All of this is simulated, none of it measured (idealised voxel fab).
The following process module bears the name voxel wiring stack.
In the cross-section labelled cut, the width is 240 nm and each square cell is 5 nm.
For the purposes of this document, a cross-section shall be understood as a grid of square cells, specified as bands listed in top-to-bottom order, each band consisting of one or more rows of cells. This entry defines a band. It first specifies the height of the band's top and the height of its bottom in nm, and then specifies the band's materials from left to right, stating each material with its width in nm. The word "all across" identifies a single material that fills the band from edge to edge, while the word "blank" identifies empty space. Height is counted from the level 0, under which the received wafer is composed throughout of one material. The lowest of the bands is not closed at the bottom but continues downward, in the notation "0..down". Per-row width for "30..40": begins at first number (top row of band), ends at second number (bottom row), increment between rows held constant. "no alteration", as given for a step, is the statement that not any cell of the cross-section underwent a change during that step. Reported under the label "Fully enclosed voids" are the empty spaces having no open way to the top and comprising 8 cells or more; the notation for each is width x height at distance, in which the distance is measured from the left edge and all three values are in nm. On a step's line, text after the settings is the simulator commenting on that step. What "overlay nm" on a step's line means: if the step has a mask, that mask lay this far to the right of its planned place, or, when the value is negative, to the left.
### Intended process steps
1,RECEIVE with material Si
2,CONFORMAL_DEP with material SiO2, thk nm 15
3,DIRECTIONAL_DEP with material TiN, thk nm 5
4,DIRECTIONAL_DEP with material W, thk nm 20
5,DIRECTIONAL_DEP with material aC, thk nm 15
6,PATTERN with tone cover, mask id METAL_1, material resist, width nm 20, pitch nm 40, thk nm 35, overlay nm 0
7,DIRECTIONAL_ETCH with etch materials aC, depth nm 15
8,STRIP with etch materials resist
9,DIRECTIONAL_ETCH with etch materials W, depth nm 20
10,DIRECTIONAL_ETCH with etch materials TiN, depth nm 5
11,STRIP with etch materials aC
12,CONFORMAL_DEP with material SiCN, thk nm 5
13,FILL_DEP with material lowk, thk nm 5
14,CMP with height nm 40
15,CONFORMAL_DEP with material SiCN, thk nm 5
16,DIRECTIONAL_DEP with material lowk, thk nm 20
17,DIRECTIONAL_DEP with material aC, thk nm 15
18,PATTERN with tone open, mask id PLUG_1, material resist, width nm 15, pitch nm 40, thk nm 30, overlay nm 0
19,DIRECTIONAL_ETCH with etch materials aC, depth nm 15
20,STRIP with etch materials resist
21,DIRECTIONAL_ETCH with etch materials lowk, depth nm 20
22,DIRECTIONAL_ETCH with etch materials SiCN, depth nm 5
23,STRIP with etch materials aC
24,EPI with material Ru, thk nm 10
25,EPI with material Ru, thk nm 10
26,EPI with material Ru, thk nm 5
27,DIRECTIONAL_DEP with material TiN, thk nm 5
28,DIRECTIONAL_DEP with material Ru, thk nm 15
29,DIRECTIONAL_DEP with material aC, thk nm 10
30,PATTERN with tone cover, mask id METAL_2, material resist, width nm 20, pitch nm 40, thk nm 30, overlay nm 0
31,DIRECTIONAL_ETCH with etch materials aC, depth nm 10
32,STRIP with etch materials resist
33,DIRECTIONAL_ETCH with etch materials Ru, depth nm 15
34,DIRECTIONAL_ETCH with etch materials TiN, depth nm 5
35,STRIP with etch materials aC
36,FILL_DEP with material SiO2, thk nm 10
37,CMP with height nm 85
38,CONFORMAL_DEP with material SiN, thk nm 5
### Concerning the first of two wafers, which was run in accordance with the plan
### As received (post step 1): cross-section
- 0..down: Si all across
- Fully enclosed voids: none
### Step 2 complete: cross-section through the wafer
- 15..0: SiO2 all across
- Rest of section, below 0: as before.
### Step 3 complete: cross-section through the wafer
- 20..15: TiN all across
- Rest of section, below 15: as before.
### Step 4 complete: cross-section through the wafer
- 40..20: W all across
- Rest of section, below 20: as before.
### Step 5 complete: cross-section through the wafer
- 55..40: aC all across
- Rest of section, below 40: as before.
### Step 6 complete: cross-section through the wafer
- 90..55: blank (50), then resist (20), then blank (20), then resist (20), then blank (20), then resist (20), then blank (20), then resist (20), then blank (50)
- Rest of section, below 55: as before.
### Step 7 complete: cross-section through the wafer
- 75..55: blank (50), then resist (20), then blank (20), then resist (20), then blank (20), then resist (20), then blank (20), then resist (20), then blank (50)
- 55..40: blank (50), then aC (20), then blank (20), then aC (20), then blank (20), then aC (20), then blank (20), then aC (20), then blank (50)
- Rest of section, below 40: as before.
### Step 8 complete: cross-section through the wafer
- 55..40: blank (50), then aC (20), then blank (20), then aC (20), then blank (20), then aC (20), then blank (20), then aC (20), then blank (50)
- Rest of section, below 40: as before.
### Step 9 complete: cross-section through the wafer
- 55..40: blank (50), then aC (20), then blank (20), then aC (20), then blank (20), then aC (20), then blank (20), then aC (20), then blank (50)
- 40..20: blank (50), then W (20), then blank (20), then W (20), then blank (20), then W (20), then blank (20), then W (20), then blank (50)
- Rest of section, below 20: as before.
### Step 10 complete: cross-section through the wafer
- 55..40: blank (50), then aC (20), then blank (20), then aC (20), then blank (20), then aC (20), then blank (20), then aC (20), then blank (50)
- 40..20: blank (50), then W (20), then blank (20), then W (20), then blank (20), then W (20), then blank (20), then W (20), then blank (50)
- 20..15: blank (50), then TiN (20), then blank (20), then TiN (20), then blank (20), then TiN (20), then blank (20), then TiN (20), then blank (50)
- Rest of section, below 15: as before.
### Step 11 complete: cross-section through the wafer
- 40..20: blank (50), then W (20), then blank (20), then W (20), then blank (20), then W (20), then blank (20), then W (20), then blank (50)
- Rest of section, below 20: as before.
### Step 12 complete: cross-section through the wafer
- 45..40: blank (45), then SiCN (30), then blank (10), then SiCN (30), then blank (10), then SiCN (30), then blank (10), then SiCN (30), then blank (45)
- 40..20: blank (45), then SiCN (5), then W (20), then SiCN (5), then blank (10), then SiCN (5), then W (20), then SiCN (5), then blank (10), then SiCN (5), then W (20), then SiCN (5), then blank (10), then SiCN (5), then W (20), then SiCN (5), then blank (45)
- 20..15: SiCN (50), then TiN (20), then SiCN (20), then TiN (20), then SiCN (20), then TiN (20), then SiCN (20), then TiN (20), then SiCN (50)
- Rest of section, below 15: as before.
### Step 13 complete: cross-section through the wafer
- 50..45: lowk all across
- 45..40: lowk (45), then SiCN (30), then lowk (10), then SiCN (30), then lowk (10), then SiCN (30), then lowk (10), then SiCN (30), then lowk (45)
- 40..20: lowk (45), then SiCN (5), then W (20), then SiCN (5), then lowk (10), then SiCN (5), then W (20), then SiCN (5), then lowk (10), then SiCN (5), then W (20), then SiCN (5), then lowk (10), then SiCN (5), then W (20), then SiCN (5), then lowk (45)
- Rest of section, below 20: as before.
### Step 14 complete: cross-section through the wafer
- 40..20: lowk (45), then SiCN (5), then W (20), then SiCN (5), then lowk (10), then SiCN (5), then W (20), then SiCN (5), then lowk (10), then SiCN (5), then W (20), then SiCN (5), then lowk (10), then SiCN (5), then W (20), then SiCN (5), then lowk (45)
- Rest of section, below 20: as before.
### Step 15 complete: cross-section through the wafer
- 45..40: SiCN all across
- Rest of section, below 40: as before.
### Step 16 complete: cross-section through the wafer
- 65..45: lowk all across
- Rest of section, below 45: as before.
### Step 17 complete: cross-section through the wafer
- 80..65: aC all across
- Rest of section, below 65: as before.
### Step 18 complete: cross-section through the wafer
- 110..80: resist (50), then blank (15), then resist (25), then blank (15), then resist (25), then blank (15), then resist (25), then blank (15), then resist (55)
- Rest of section, below 80: as before.
### Step 19 complete: cross-section through the wafer
- 95..80: resist (50), then blank (15), then resist (25), then blank (15), then resist (25), then blank (15), then resist (25), then blank (15), then resist (55)
- 80..65: aC (50), then blank (15), then aC (25), then blank (15), then aC (25), then blank (15), then aC (25), then blank (15), then aC (55)
- Rest of section, below 65: as before.
### Step 20 complete: cross-section through the wafer
- 80..65: aC (50), then blank (15), then aC (25), then blank (15), then aC (25), then blank (15), then aC (25), then blank (15), then aC (55)
- Rest of section, below 65: as before.
### Step 21 complete: cross-section through the wafer
- 80..65: aC (50), then blank (15), then aC (25), then blank (15), then aC (25), then blank (15), then aC (25), then blank (15), then aC (55)
- 65..45: lowk (50), then blank (15), then lowk (25), then blank (15), then lowk (25), then blank (15), then lowk (25), then blank (15), then lowk (55)
- Rest of section, below 45: as before.
### Step 22 complete: cross-section through the wafer
- 80..65: aC (50), then blank (15), then aC (25), then blank (15), then aC (25), then blank (15), then aC (25), then blank (15), then aC (55)
- 65..45: lowk (50), then blank (15), then lowk (25), then blank (15), then lowk (25), then blank (15), then lowk (25), then blank (15), then lowk (55)
- 45..40: SiCN (50), then blank (15), then SiCN (25), then blank (15), then SiCN (25), then blank (15), then SiCN (25), then blank (15), then SiCN (55)
- Rest of section, below 40: as before.
### Step 23 complete: cross-section through the wafer
- 65..45: lowk (50), then blank (15), then lowk (25), then blank (15), then lowk (25), then blank (15), then lowk (25), then blank (15), then lowk (55)
- Rest of section, below 45: as before.
### Step 24 complete: cross-section through the wafer
- 65..50: lowk (50), then blank (15), then lowk (25), then blank (15), then lowk (25), then blank (15), then lowk (25), then blank (15), then lowk (55)
- 50..45: lowk (50), then Ru (15), then lowk (25), then Ru (15), then lowk (25), then Ru (15), then lowk (25), then Ru (15), then lowk (55)
- 45..40: SiCN (50), then Ru (15), then SiCN (25), then Ru (15), then SiCN (25), then Ru (15), then SiCN (25), then Ru (15), then SiCN (55)
- Rest of section, below 40: as before.
### Step 25 complete: cross-section through the wafer
- 65..60: lowk (50), then blank (15), then lowk (25), then blank (15), then lowk (25), then blank (15), then lowk (25), then blank (15), then lowk (55)
- 60..45: lowk (50), then Ru (15), then lowk (25), then Ru (15), then lowk (25), then Ru (15), then lowk (25), then Ru (15), then lowk (55)
- Rest of section, below 45: as before.
### Step 26 complete: cross-section through the wafer
- 65..45: lowk (50), then Ru (15), then lowk (25), then Ru (15), then lowk (25), then Ru (15), then lowk (25), then Ru (15), then lowk (55)
- Rest of section, below 45: as before.
### Step 27 complete: cross-section through the wafer
- 70..65: TiN all across
- Rest of section, below 65: as before.
### Step 28 complete: cross-section through the wafer
- 85..70: Ru all across
- Rest of section, below 70: as before.
### Step 29 complete: cross-section through the wafer
- 95..85: aC all across
- Rest of section, below 85: as before.
### Step 30 complete: cross-section through the wafer
- 125..95: blank (50), then resist (20), then blank (20), then resist (20), then blank (20), then resist (20), then blank (20), then resist (20), then blank (50)
- Rest of section, below 95: as before.
### Step 31 complete: cross-section through the wafer
- 115..95: blank (50), then resist (20), then blank (20), then resist (20), then blank (20), then resist (20), then blank (20), then resist (20), then blank (50)
- 95..85: blank (50), then aC (20), then blank (20), then aC (20), then blank (20), then aC (20), then blank (20), then aC (20), then blank (50)
- Rest of section, below 85: as before.
### Step 32 complete: cross-section through the wafer
- 95..85: blank (50), then aC (20), then blank (20), then aC (20), then blank (20), then aC (20), then blank (20), then aC (20), then blank (50)
- Rest of section, below 85: as before.
### Step 33 complete: cross-section through the wafer
- 95..85: blank (50), then aC (20), then blank (20), then aC (20), then blank (20), then aC (20), then blank (20), then aC (20), then blank (50)
- 85..70: blank (50), then Ru (20), then blank (20), then Ru (20), then blank (20), then Ru (20), then blank (20), then Ru (20), then blank (50)
- Rest of section, below 70: as before.
### Step 34 complete: cross-section through the wafer
- 95..85: blank (50), then aC (20), then blank (20), then aC (20), then blank (20), then aC (20), then blank (20), then aC (20), then blank (50)
- 85..70: blank (50), then Ru (20), then blank (20), then Ru (20), then blank (20), then Ru (20), then blank (20), then Ru (20), then blank (50)
- 70..65: blank (50), then TiN (20), then blank (20), then TiN (20), then blank (20), then TiN (20), then blank (20), then TiN (20), then blank (50)
- Rest of section, below 65: as before.
### Step 35 complete: cross-section through the wafer
- 85..70: blank (50), then Ru (20), then blank (20), then Ru (20), then blank (20), then Ru (20), then blank (20), then Ru (20), then blank (50)
- Rest of section, below 70: as before.
### Step 36 complete: cross-section through the wafer
- 95..85: SiO2 all across
- 85..70: SiO2 (50), then Ru (20), then SiO2 (20), then Ru (20), then SiO2 (20), then Ru (20), then SiO2 (20), then Ru (20), then SiO2 (50)
- 70..65: SiO2 (50), then TiN (20), then SiO2 (20), then TiN (20), then SiO2 (20), then TiN (20), then SiO2 (20), then TiN (20), then SiO2 (50)
- Rest of section, below 65: as before.
### Step 37 complete: cross-section through the wafer
- 85..70: SiO2 (50), then Ru (20), then SiO2 (20), then Ru (20), then SiO2 (20), then Ru (20), then SiO2 (20), then Ru (20), then SiO2 (50)
- Rest of section, below 70: as before.
### Step 38 complete: cross-section through the wafer
- 90..85: SiN all across
- Rest of section, below 85: as before.
### Second of two: same start, same plan, one run error; steps up to and including 5 match the first
### At the planned end of step 6, the second wafer in cross-section
- 90..55: resist (50), then blank (20), then resist (20), then blank (20), then resist (20), then blank (20), then resist (20), then blank (20), then resist (50)
- Rest of section, below 55: as before.
### At the planned end of step 7, the second wafer in cross-section
- 75..55: resist (50), then blank (20), then resist (20), then blank (20), then resist (20), then blank (20), then resist (20), then blank (20), then resist (50)
- 55..40: aC (50), then blank (20), then aC (20), then blank (20), then aC (20), then blank (20), then aC (20), then blank (20), then aC (50)
- Rest of section, below 40: as before.
### At the planned end of step 8, the second wafer in cross-section
- 55..40: aC (50), then blank (20), then aC (20), then blank (20), then aC (20), then blank (20), then aC (20), then blank (20), then aC (50)
- Rest of section, below 40: as before.
### At the planned end of step 9, the second wafer in cross-section
- 55..40: aC (50), then blank (20), then aC (20), then blank (20), then aC (20), then blank (20), then aC (20), then blank (20), then aC (50)
- 40..20: W (50), then blank (20), then W (20), then blank (20), then W (20), then blank (20), then W (20), then blank (20), then W (50)
- Rest of section, below 20: as before.
### At the planned end of step 10, the second wafer in cross-section
- 55..40: aC (50), then blank (20), then aC (20), then blank (20), then aC (20), then blank (20), then aC (20), then blank (20), then aC (50)
- 40..20: W (50), then blank (20), then W (20), then blank (20), then W (20), then blank (20), then W (20), then blank (20), then W (50)
- 20..15: TiN (50), then blank (20), then TiN (20), then blank (20), then TiN (20), then blank (20), then TiN (20), then blank (20), then TiN (50)
- Rest of section, below 15: as before.
### At the planned end of step 11, the second wafer in cross-section
- 40..20: W (50), then blank (20), then W (20), then blank (20), then W (20), then blank (20), then W (20), then blank (20), then W (50)
- Rest of section, below 20: as before.
### At the planned end of step 12, the second wafer in cross-section
- 45..40: SiCN (55), then blank (10), then SiCN (30), then blank (10), then SiCN (30), then blank (10), then SiCN (30), then blank (10), then SiCN (55)
- 40..20: W (50), then SiCN (5), then blank (10), then SiCN (5), then W (20), then SiCN (5), then blank (10), then SiCN (5), then W (20), then SiCN (5), then blank (10), then SiCN (5), then W (20), then SiCN (5), then blank (10), then SiCN (5), then W (50)
- 20..15: TiN (50), then SiCN (20), then TiN (20), then SiCN (20), then TiN (20), then SiCN (20), then TiN (20), then SiCN (20), then TiN (50)
- Rest of section, below 15: as before.
### At the planned end of step 13, the second wafer in cross-section
- 50..45: lowk all across
- 45..40: SiCN (55), then lowk (10), then SiCN (30), then lowk (10), then SiCN (30), then lowk (10), then SiCN (30), then lowk (10), then SiCN (55)
- 40..20: W (50), then SiCN (5), then lowk (10), then SiCN (5), then W (20), then SiCN (5), then lowk (10), then SiCN (5), then W (20), then SiCN (5), then lowk (10), then SiCN (5), then W (20), then SiCN (5), then lowk (10), then SiCN (5), then W (50)
- Rest of section, below 20: as before.
### At the planned end of step 14, the second wafer in cross-section
- 40..20: W (50), then SiCN (5), then lowk (10), then SiCN (5), then W (20), then SiCN (5), then lowk (10), then SiCN (5), then W (20), then SiCN (5), then lowk (10), then SiCN (5), then W (20), then SiCN (5), then lowk (10), then SiCN (5), then W (50)
- Rest of section, below 20: as before.
### At the planned end of step 15, the second wafer in cross-section
- 45..40: SiCN all across
- Rest of section, below 40: as before.
### At the planned end of step 16, the second wafer in cross-section
- 65..45: lowk all across
- Rest of section, below 45: as before.
### At the planned end of step 17, the second wafer in cross-section
- 80..65: aC all across
- Rest of section, below 65: as before.
### At the planned end of step 18, the second wafer in cross-section
- 110..80: resist (50), then blank (15), then resist (25), then blank (15), then resist (25), then blank (15), then resist (25), then blank (15), then resist (55)
- Rest of section, below 80: as before.
### At the planned end of step 19, the second wafer in cross-section
- 95..80: resist (50), then blank (15), then resist (25), then blank (15), then resist (25), then blank (15), then resist (25), then blank (15), then resist (55)
- 80..65: aC (50), then blank (15), then aC (25), then blank (15), then aC (25), then blank (15), then aC (25), then blank (15), then aC (55)
- Rest of section, below 65: as before.
### At the planned end of step 20, the second wafer in cross-section
- 80..65: aC (50), then blank (15), then aC (25), then blank (15), then aC (25), then blank (15), then aC (25), then blank (15), then aC (55)
- Rest of section, below 65: as before.
### At the planned end of step 21, the second wafer in cross-section
- 80..65: aC (50), then blank (15), then aC (25), then blank (15), then aC (25), then blank (15), then aC (25), then blank (15), then aC (55)
- 65..45: lowk (50), then blank (15), then lowk (25), then blank (15), then lowk (25), then blank (15), then lowk (25), then blank (15), then lowk (55)
- Rest of section, below 45: as before.
### At the planned end of step 22, the second wafer in cross-section
- 80..65: aC (50), then blank (15), then aC (25), then blank (15), then aC (25), then blank (15), then aC (25), then blank (15), then aC (55)
- 65..45: lowk (50), then blank (15), then lowk (25), then blank (15), then lowk (25), then blank (15), then lowk (25), then blank (15), then lowk (55)
- 45..40: SiCN (50), then blank (15), then SiCN (25), then blank (15), then SiCN (25), then blank (15), then SiCN (25), then blank (15), then SiCN (55)
- Rest of section, below 40: as before.
### At the planned end of step 23, the second wafer in cross-section
- 65..45: lowk (50), then blank (15), then lowk (25), then blank (15), then lowk (25), then blank (15), then lowk (25), then blank (15), then lowk (55)
- Rest of section, below 45: as before.
At the planned end of step 24, the second wafer in cross-section: no alteration
At the planned end of step 25, the second wafer in cross-section: no alteration
At the planned end of step 26, the second wafer in cross-section: no alteration
### At the planned end of step 27, the second wafer in cross-section
- 70..65: TiN (50), then blank (15), then TiN (25), then blank (15), then TiN (25), then blank (15), then TiN (25), then blank (15), then TiN (55)
- 65..45: lowk (50), then blank (15), then lowk (25), then blank (15), then lowk (25), then blank (15), then lowk (25), then blank (15), then lowk (55)
- 45..40: SiCN (50), then TiN (15), then SiCN (25), then TiN (15), then SiCN (25), then TiN (15), then SiCN (25), then TiN (15), then SiCN (55)
- Rest of section, below 40: as before.
### At the planned end of step 28, the second wafer in cross-section
- 85..70: Ru (50), then blank (15), then Ru (25), then blank (15), then Ru (25), then blank (15), then Ru (25), then blank (15), then Ru (55)
- 70..65: TiN (50), then blank (15), then TiN (25), then blank (15), then TiN (25), then blank (15), then TiN (25), then blank (15), then TiN (55)
- 65..60: lowk (50), then blank (15), then lowk (25), then blank (15), then lowk (25), then blank (15), then lowk (25), then blank (15), then lowk (55)
- 60..45: lowk (50), then Ru (15), then lowk (25), then Ru (15), then lowk (25), then Ru (15), then lowk (25), then Ru (15), then lowk (55)
- Rest of section, below 45: as before.
### At the planned end of step 29, the second wafer in cross-section
- 95..85: aC (50), then blank (15), then aC (25), then blank (15), then aC (25), then blank (15), then aC (25), then blank (15), then aC (55)
- 85..70: Ru (50), then blank (15), then Ru (25), then blank (15), then Ru (25), then blank (15), then Ru (25), then blank (15), then Ru (55)
- 70..65: TiN (50), then aC (15), then TiN (25), then aC (15), then TiN (25), then aC (15), then TiN (25), then aC (15), then TiN (55)
- 65..60: lowk (50), then aC (15), then lowk (25), then aC (15), then lowk (25), then aC (15), then lowk (25), then aC (15), then lowk (55)
- Rest of section, below 60: as before.
### At the planned end of step 30, the second wafer in cross-section
- 125..95: blank (50), then resist (20), then blank (20), then resist (20), then blank (20), then resist (20), then blank (20), then resist (20), then blank (50)
- 95..85: aC (50), then resist (15), then aC (25), then resist (15), then aC (25), then resist (15), then aC (25), then resist (15), then aC (55)
- 85..70: Ru (50), then resist (15), then Ru (25), then resist (15), then Ru (25), then resist (15), then Ru (25), then resist (15), then Ru (55)
- Rest of section, below 70: as before.
### At the planned end of step 31, the second wafer in cross-section
- 115..95: blank (50), then resist (20), then blank (20), then resist (20), then blank (20), then resist (20), then blank (20), then resist (20), then blank (50)
- 95..85: blank (50), then resist (15), then aC (5), then blank (20), then resist (15), then aC (5), then blank (20), then resist (15), then aC (5), then blank (20), then resist (15), then aC (5), then blank (50)
- Rest of section, below 85: as before.
### At the planned end of step 32, the second wafer in cross-section
- 95..85: blank (65), then aC (5), then blank (35), then aC (5), then blank (35), then aC (5), then blank (35), then aC (5), then blank (50)
- 85..70: Ru (50), then blank (15), then Ru (25), then blank (15), then Ru (25), then blank (15), then Ru (25), then blank (15), then Ru (55)
- Rest of section, below 70: as before.
### At the planned end of step 33, the second wafer in cross-section
- 95..85: blank (65), then aC (5), then blank (35), then aC (5), then blank (35), then aC (5), then blank (35), then aC (5), then blank (50)
- 85..70: blank (65), then Ru (5), then blank (35), then Ru (5), then blank (35), then Ru (5), then blank (35), then Ru (5), then blank (50)
- Rest of section, below 70: as before.
### At the planned end of step 34, the second wafer in cross-section
- 95..85: blank (65), then aC (5), then blank (35), then aC (5), then blank (35), then aC (5), then blank (35), then aC (5), then blank (50)
- 85..70: blank (65), then Ru (5), then blank (35), then Ru (5), then blank (35), then Ru (5), then blank (35), then Ru (5), then blank (50)
- 70..65: blank (50), then aC (15), then TiN (5), then blank (20), then aC (15), then TiN (5), then blank (20), then aC (15), then TiN (5), then blank (20), then aC (15), then TiN (5), then blank (50)
- Rest of section, below 65: as before.
### At the planned end of step 35, the second wafer in cross-section
- 85..70: blank (65), then Ru (5), then blank (35), then Ru (5), then blank (35), then Ru (5), then blank (35), then Ru (5), then blank (50)
- 70..65: blank (65), then TiN (5), then blank (35), then TiN (5), then blank (35), then TiN (5), then blank (35), then TiN (5), then blank (50)
- 65..60: lowk (50), then blank (15), then lowk (25), then blank (15), then lowk (25), then blank (15), then lowk (25), then blank (15), then lowk (55)
- Rest of section, below 60: as before.
### At the planned end of step 36, the second wafer in cross-section
- 95..85: SiO2 all across
- 85..70: SiO2 (65), then Ru (5), then SiO2 (35), then Ru (5), then SiO2 (35), then Ru (5), then SiO2 (35), then Ru (5), then SiO2 (50)
- 70..65: SiO2 (65), then TiN (5), then SiO2 (35), then TiN (5), then SiO2 (35), then TiN (5), then SiO2 (35), then TiN (5), then SiO2 (50)
- 65..60: lowk (50), then SiO2 (15), then lowk (25), then SiO2 (15), then lowk (25), then SiO2 (15), then lowk (25), then SiO2 (15), then lowk (55)
- Rest of section, below 60: as before.
### At the planned end of step 37, the second wafer in cross-section
- 85..70: SiO2 (65), then Ru (5), then SiO2 (35), then Ru (5), then SiO2 (35), then Ru (5), then SiO2 (35), then Ru (5), then SiO2 (50)
- Rest of section, below 70: as before.
### At the planned end of step 38, the second wafer in cross-section
- 90..85: SiN all across
- Rest of section, below 85: as before.
The mistake made against the process plan was this: contrary to plan, step 6 was performed as PATTERN with tone open, mask id METAL_1, material resist, width nm 20, pitch nm 40, thk nm 35, overlay nm 0
at the end the second wafer has, in cells: -60 Ru, -16 SiCN, +60 SiO2, +16 TiN, +64 W, -64 lowk
